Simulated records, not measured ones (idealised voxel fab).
Documented hereafter: the process module known as voxel ribs on slabs.
The width of the displayed cross-section, cut, is 220 nm; its cells are square, with a size of 5 nm.
In what follows, cross-sections appear as grids of square cells, described through bands that run from the top down, where every band is one or more rows of cells. For a band, the entry starts with two heights in nm, that of the top and then that of the bottom, and carries on with the band's materials in order from left to right, each alongside its width in nm; the word "throughout" beside a single material means it fills the band edge to edge, and "blank" means empty space. Height reference: 0 = level under which incoming wafer is all one material. Lowest band: no bottom, runs on downward, e.g. "0..down". The notation "30 to 40" denotes a width that varies across the rows of cells in the band, beginning at the first number in the top row, finishing at the second number in the bottom row, and changing by an identical amount from each row to the next. Where a step carries "no change", the cross-section came out of it unchanged, cell for cell. Under "Closed void listing" you'll find the enclosed gaps, the ones with no way out to the top, that are 8 cells or bigger; each reads width x height at distance, with distance counted from the left edge, everything in nm. If you see something after the settings on a step's line, that's the simulator's own remark about that step. Regarding "overlay nm": on a step with a mask, it is the distance the mask lay to the right of its planned place; a negative value places it to the left.
Intended process steps:
1. RECEIVE [material Si]
2. DIRECTIONAL_DEP [material SiO2] [thk nm 20]
3. DIRECTIONAL_DEP [material SiN] [thk nm 25]
4. DIRECTIONAL_DEP [material aC] [thk nm 15]
5. PATTERN [tone cover] [mask id RIB] [material resist] [width nm 15] [thk nm 30] [overlay nm 0]
6. DIRECTIONAL_ETCH [etch materials aC] [depth nm 15]
7. STRIP [etch materials resist]
8. DIRECTIONAL_ETCH [etch materials SiN] [depth nm 20]
9. STRIP [etch materials aC]
10. DIRECTIONAL_DEP [material aC] [thk nm 10]
11. PATTERN [tone cover] [mask id SLAB] [material resist] [width nm 45] [thk nm 30] [overlay nm 0]
12. DIRECTIONAL_ETCH [etch materials aC] [depth nm 5]
13. STRIP [etch materials resist]
14. DIRECTIONAL_ETCH [etch materials SiN] [depth nm 5]
15. STRIP [etch materials aC]
16. FILL_DEP [material SiO2] [thk nm 25]
17. CMP [height nm 60]
18. DIRECTIONAL_DEP [material TiN] [thk nm 5]
19. MASKED_ETCH [tone cover] [mask id HEATER] [width nm 25] [etch materials TiN] [depth nm 5] [overlay nm 0]
20. CONFORMAL_DEP [material SiO2] [thk nm 10]
Wafers differ in depth nm at step 12; plan lists the first wafer's value; identical starting state.
As received, i.e. after step 1: cross-section through the first of several wafers:
0..down | Si throughout
Closed void listing: none
End of module, by wafer: material-by-material cell gain (+) or loss (-) since receipt, then closed voids:
depth nm 5, +56 SiN, +564 SiO2, +5 TiN, Closed void listing: none
depth nm 10, +21 SiN, +599 SiO2, +5 TiN, Closed void listing: none
depth nm 15, +21 SiN, +599 SiO2, +5 TiN, Closed void listing: none
depth nm 20, +21 SiN, +599 SiO2, +5 TiN, Closed void listing: none
depth nm 25, +21 SiN, +599 SiO2, +5 TiN, Closed void listing: none
